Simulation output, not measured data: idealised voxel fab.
process module | voxel double patterning
cross-section cut | 240 nm wide | cells 5 nm
A cross-section is a grid of square cells, given in bands from the top down. A band is one or more rows of cells.
Each band's line starts with the height of the band's top and of its bottom, in nm. Then come its materials from left to right, each with its width in nm. One material with "throughout" fills the band from edge to edge. "air" is empty space.
Height 0 is the level under which the wafer as received is all one material. The lowest band goes on downwards, as in "0 down".
A width such as "30 to 40" changes by the same amount from each row of cells to the next, from the band's top row to its bottom row.
"no change" after a step means that no cell of the cross-section changed.
closed voids: empty space of 8 cells or more with no open way to the top, each as width x height at its distance from the left edge, in nm
after a step's settings: what the simulator itself notes on the step
overlay nm, on a step with a mask: how far to the right of its planned place the mask lay; to the left if negative
plan
1 op RECEIVE | material Si
2 op CONFORMAL_DEP | material SiO2 | thk nm 10
3 op DIRECTIONAL_DEP | material polySi | thk nm 15
4 op DIRECTIONAL_DEP | material SiN | thk nm 10
5 op MASKED_ETCH | tone open | mask id FIRST | width nm 15 | pitch nm 50 | etch materials SiN | depth nm 10 | overlay nm 0
6 op MASKED_ETCH | tone open | mask id SECOND | width nm 15 | pitch nm 50 | etch materials SiN | depth nm 10 | overlay nm -15
7 op DIRECTIONAL_ETCH | etch materials polySi | depth nm 15
8 op STRIP | etch materials SiN
varied across the wafers: overlay nm of step 6. The plan shows the first wafer's value. All wafers start alike
first wafer as received, after step 1
  0 down: Si throughout
  closed voids: none
each wafer at the end: cells of each material gained (+) or lost (-) since it was received, then its closed voids
overlay nm -15 | +96 SiO2 | +105 polySi | closed voids: none
overlay nm -10 | +96 SiO2 | +99 polySi | closed voids: none
overlay nm -5 | +96 SiO2 | +99 polySi | closed voids: none
overlay nm 0 | +96 SiO2 | +99 polySi | closed voids: none
overlay nm 5 | +96 SiO2 | +99 polySi | closed voids: none
overlay nm 10 | +96 SiO2 | +99 polySi | closed voids: none
overlay nm 15 | +96 SiO2 | +105 polySi | closed voids: none
